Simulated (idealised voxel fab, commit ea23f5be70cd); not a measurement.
Process module in this document: voxel released beams
255 nm wide, 5 nm square cells: that's cross-section cut.
Cross-section, as written here: a square-cell grid given band by band from the top down, where a band holds one or more rows of cells.
Read a band's entry like this: the first values are the height of its top and the height of its bottom in nm, and what follows is the sequence of materials from left to right, each with its width in nm. Note that "air" is empty space, and that a single material marked "full width" reaches across the band from edge to edge.
Heights are reckoned from 0. Under this level, the received wafer is all of one material. The bottommost band is open-ended downward, for example "0 down".
The expression "30 to 40" gives the width at the extremes of the band, the first number at its top row of cells and the second at its bottom row, with the width changing by equal amounts from each row to the next in between.
It should be understood that the words "changes: none", when stated for a given step, signify that the cross-section underwent no change in any of its cells during that step.
You'll see "Closed void roster" listing empty spaces that have no way open to the top, as long as they're 8 cells or more; the notation is width x height at distance, where the distance is from the left edge, and all of it is in nm.
On a step's line, text after the settings is the simulator commenting on that step.
Among the settings permitted on a step's line is "overlay nm"; applied to a step with a mask, it specifies the extent to which the mask lay to the right of its planned position, whereas a negative figure signifies a position to the left.

Process steps foreseen in the plan:
1 RECEIVE,material Si
2 CONFORMAL_DEP,material SiN,thk nm 5
3 DIRECTIONAL_DEP,material SiO2,thk nm 15
4 DIRECTIONAL_DEP,material aC,thk nm 10
5 PATTERN,tone open,mask id ANCHOR,material resist,width nm 35,thk nm 30,overlay nm 0
6 DIRECTIONAL_ETCH,etch materials aC,depth nm 10
7 STRIP,etch materials resist
8 DIRECTIONAL_ETCH,etch materials SiO2,depth nm 15
9 STRIP,etch materials aC
10 CONFORMAL_DEP,material TiN,thk nm 15
11 DIRECTIONAL_DEP,material aC,thk nm 10
12 PATTERN,tone cover,mask id BEAM,material resist,width nm 80,thk nm 25,overlay nm 0
13 DIRECTIONAL_ETCH,etch materials aC,depth nm 10
14 STRIP,etch materials resist
15 DIRECTIONAL_ETCH,etch materials TiN,depth nm 15
16 STRIP,etch materials aC
17 STRIP,etch materials SiO2

as received, after step 1:
> 0 down = Si full width
> Closed void roster: none

Cross-sectional image of the first of two wafers at the end of the module, the run having proceeded as planned:
> 35 to 20 = 85 air  20 TiN  5 air  55 TiN  90 air
> 20 to 5 = 90 air  35 TiN  130 air
> 5 to 0 = SiN full width
> 0 down = Si full width
> Closed void roster: none

Cross-sectional image of the second wafer of the two following completion of the module. Starting state and process plan were the same as for the first wafer; one execution error occurred:
> 35 to 20 = 85 air  55 TiN  115 air
> 20 to 5 = 75 air  15 TiN  35 SiO2  40 TiN  90 air
> 5 to 0 = SiN full width
> 0 down = Si full width
> Closed void roster: none
Finding, execution versus plan: step 5 was run on a setting that differed from the plan, and what really ran there is PATTERN,tone cover,mask id ANCHOR,material resist,width nm 35,thk nm 30,overlay nm 0
End check, counted in cells, second wafer has more or fewer of these materials than the first: SiO2: 21 more
